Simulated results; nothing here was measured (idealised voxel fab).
Name of the process module below: voxel ribs on slabs
cross-section cut | 260 nm wide | cells 5 nm
The cross-sections in this document take the form of a grid made of square cells. They are written out as bands, in order from top to bottom. Each band consists of one or more rows of cells.
Look at the band entry: it leads with the top's height and the bottom's height in nm. Then it lists the materials left to right, with a width in nm for each. The word "everywhere" on a single material says that material fills the band edge to edge. The word "blank" is empty space.
Below 0: as-received wafer, all one material; heights counted from there. Lowest band: no bottom, goes on down, written "0 -> down".
Width "30->40": first value at the band's top row of cells, second value at its bottom row, equal change from row to row.
Take "same as before" at face value: in the step it is given for, the cross-section changed in none of its cells.
Each empty space that has no open way to the top and spans at least 8 cells appears under "Closed internal voids" as width x height at distance, the distance counted from the left edge, all in nm.
Text after the settings on a step's line: the simulator's own remark on that step.
Each step line may optionally specify "overlay nm", which for a step with a mask gives the rightward distance between the mask's planned place and where it lay, a negative value indicating the leftward direction.

**The following list gives the planned process steps**
1. RECEIVE, material Si
2. DIRECTIONAL_DEP, material SiO2, thk nm 20
3. DIRECTIONAL_DEP, material SiN, thk nm 15
4. DIRECTIONAL_DEP, material aC, thk nm 10
5. PATTERN, tone cover, mask id RIB, material resist, width nm 20, thk nm 25, overlay nm 0
6. DIRECTIONAL_ETCH, etch materials aC, depth nm 10
7. STRIP, etch materials resist
8. DIRECTIONAL_ETCH, etch materials SiN, depth nm 10
9. STRIP, etch materials aC
10. MASKED_ETCH, tone cover, mask id SLAB, width nm 70, etch materials SiN, depth nm 5, overlay nm 0
11. FILL_DEP, material SiO2, thk nm 20
12. CMP, height nm 45
13. DIRECTIONAL_DEP, material TiN, thk nm 10
14. PATTERN, tone cover, mask id HEATER, material resist, width nm 30, thk nm 15, overlay nm 0
15. DIRECTIONAL_ETCH, etch materials TiN, depth nm 10
16. STRIP, etch materials resist
17. CONFORMAL_DEP, material SiO2, thk nm 10

**This is the cross-section of the wafer as we received it, i.e. after step 1**
- 0 -> down: Si everywhere
- Closed internal voids: none

**Module complete - cross-section of the first of two wafers, run according to plan**
- 65 -> 55: blank 105, then SiO2 50, then blank 105
- 55 -> 45: SiO2 115, then TiN 30, then SiO2 115
- 45 -> 35: SiO2 everywhere
- 35 -> 25: SiO2 120, then SiN 20, then SiO2 120
- 25 -> 20: SiO2 95, then SiN 70, then SiO2 95
- 20 -> 0: SiO2 everywhere
- 0 -> down: Si everywhere
- Closed internal voids: none

**The second wafer, shown in cross-section after the module: started the same way as the first and given the same plan, yet one mistake crept into how it was run**
- 65 -> 55: blank 105, then SiO2 50, then blank 105
- 55 -> 45: SiO2 115, then TiN 30, then SiO2 115
- 45 -> 35: SiO2 everywhere
- 35 -> 30: SiO2 95, then SiN 70, then SiO2 95
- 30 -> 20: aC everywhere
- 20 -> 0: SiO2 everywhere
- 0 -> down: Si everywhere
- Closed internal voids: none
It is concluded that the wafer was processed incorrectly with respect to the plan, in that sequence error: steps 3 and 4 interchanged
Final difference in cells, second wafer against first, listed per material as more or fewer: SiN: 8 fewer; SiO2: 96 fewer; aC: 104 more
